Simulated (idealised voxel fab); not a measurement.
The process module presented herein is designated voxel plated lines.
FYI the section here is cut, 215 nm wide, cells are 5 nm squares.
When this document writes out a cross-section, it uses a grid of square cells and lists it as bands, beginning at the top and moving down, with a band standing for one or more rows of cells.
In this notation a band is specified by the heights of its top and bottom, in that order and in nm, after which its materials appear from left to right, each paired with its width in nm. The word "all across" attached to a single material means that material fills the band from edge to edge; the word "empty" stands for empty space.
Where do heights start? At 0: under that level the wafer as delivered is made of one material only. And the lowest band has no floor; it just carries on downward, as in "top 0, no bottom".
You'd read "30..40" like this: the band's top row of cells is as wide as the first number, its bottom row is as wide as the second, and going down, every row changes width by the same amount as the row before did.
"no alteration" after a step means that no cell of the cross-section changed.
Closed empty spaces (no open way to the top) of 8 cells or more are what "Encapsulated voids" lists, each as width x height at distance from the left edge, nm for all three.
Heads up: the bit after the settings on a step's line is the simulator's remark on that step.
overlay nm: mask offset rightward from planned place, masked step; negative means leftward offset.
Intended process steps
step 1: RECEIVE: material Si
step 2: CONFORMAL_DEP: material SiN, thk nm 15
step 3: DIRECTIONAL_DEP: material TiN, thk nm 5
step 4: PATTERN: tone open, mask id LINES, material resist, width nm 25, pitch nm 55, thk nm 30, overlay nm 0
step 5: EPI: material Ru, thk nm 5
step 6: EPI: material Ru, thk nm 5
step 7: STRIP: etch materials resist
step 8: DIRECTIONAL_ETCH: etch materials TiN, depth nm 5
step 9: CONFORMAL_DEP: material SiO2, thk nm 5
Wafer, first of two, run as planned
This is the cross-section of the wafer as we received it, i.e. after step 1
- top 0, no bottom  Si all across
- Encapsulated voids: none
After step 2: wafer cross-section
- top 15, bottom 0  SiN all across
- Nothing below the height 0 has changed.
After step 3: wafer cross-section
- top 20, bottom 15  TiN all across
- Nothing below the height 15 has changed.
After step 4: wafer cross-section
- top 50, bottom 20  resist 40  empty 25  resist 30  empty 25  resist 30  empty 25  resist 40
- Nothing below the height 20 has changed.
After step 5: wafer cross-section
- top 50, bottom 25  resist 40  empty 25  resist 30  empty 25  resist 30  empty 25  resist 40
- top 25, bottom 20  resist 40  Ru 25  resist 30  Ru 25  resist 30  Ru 25  resist 40
- Nothing below the height 20 has changed.
After step 6: wafer cross-section
- top 50, bottom 30  resist 40  empty 25  resist 30  empty 25  resist 30  empty 25  resist 40
- top 30, bottom 20  resist 40  Ru 25  resist 30  Ru 25  resist 30  Ru 25  resist 40
- Nothing below the height 20 has changed.
After step 7: wafer cross-section
- top 30, bottom 20  empty 40  Ru 25  empty 30  Ru 25  empty 30  Ru 25  empty 40
- Nothing below the height 20 has changed.
After step 8: wafer cross-section
- top 30, bottom 20  empty 40  Ru 25  empty 30  Ru 25  empty 30  Ru 25  empty 40
- top 20, bottom 15  empty 40  TiN 25  empty 30  TiN 25  empty 30  TiN 25  empty 40
- Nothing below the height 15 has changed.
After step 9: wafer cross-section
- top 35, bottom 30  empty 35  SiO2 35  empty 20  SiO2 35  empty 20  SiO2 35  empty 35
- top 30, bottom 20  empty 35  SiO2 5  Ru 25  SiO2 5  empty 20  SiO2 5  Ru 25  SiO2 5  empty 20  SiO2 5  Ru 25  SiO2 5  empty 35
- top 20, bottom 15  SiO2 40  TiN 25  SiO2 30  TiN 25  SiO2 30  TiN 25  SiO2 40
- Nothing below the height 15 has changed.
Wafer two. Identical start, identical plan. One mistake in execution. Identical history through step 1
Here is the second wafer in cross-section at the point where step 2 of the plan should have been done
- top 30, bottom 0  SiN all across
- Nothing below the height 0 has changed.
Here is the second wafer in cross-section at the point where step 3 of the plan should have been done
- top 35, bottom 30  TiN all across
- Nothing below the height 30 has changed.
Here is the second wafer in cross-section at the point where step 4 of the plan should have been done
- top 65, bottom 35  resist 40  empty 25  resist 30  empty 25  resist 30  empty 25  resist 40
- Nothing below the height 35 has changed.
Here is the second wafer in cross-section at the point where step 5 of the plan should have been done
- top 65, bottom 40  resist 40  empty 25  resist 30  empty 25  resist 30  empty 25  resist 40
- top 40, bottom 35  resist 40  Ru 25  resist 30  Ru 25  resist 30  Ru 25  resist 40
- Nothing below the height 35 has changed.
Here is the second wafer in cross-section at the point where step 6 of the plan should have been done
- top 65, bottom 45  resist 40  empty 25  resist 30  empty 25  resist 30  empty 25  resist 40
- top 45, bottom 35  resist 40  Ru 25  resist 30  Ru 25  resist 30  Ru 25  resist 40
- Nothing below the height 35 has changed.
Here is the second wafer in cross-section at the point where step 7 of the plan should have been done
- top 45, bottom 35  empty 40  Ru 25  empty 30  Ru 25  empty 30  Ru 25  empty 40
- Nothing below the height 35 has changed.
Here is the second wafer in cross-section at the point where step 8 of the plan should have been done
- top 45, bottom 35  empty 40  Ru 25  empty 30  Ru 25  empty 30  Ru 25  empty 40
- top 35, bottom 30  empty 40  TiN 25  empty 30  TiN 25  empty 30  TiN 25  empty 40
- Nothing below the height 30 has changed.
Here is the second wafer in cross-section at the point where step 9 of the plan should have been done
- top 50, bottom 45  empty 35  SiO2 35  empty 20  SiO2 35  empty 20  SiO2 35  empty 35
- top 45, bottom 35  empty 35  SiO2 5  Ru 25  SiO2 5  empty 20  SiO2 5  Ru 25  SiO2 5  empty 20  SiO2 5  Ru 25  SiO2 5  empty 35
- top 35, bottom 30  SiO2 40  TiN 25  SiO2 30  TiN 25  SiO2 30  TiN 25  SiO2 40
- Nothing below the height 30 has changed.
Misprocessing identified: yeah, plan step 2 got run twice
At the finish, the second wafer shows more or fewer cells for some materials than the first does: SiN: 129 more
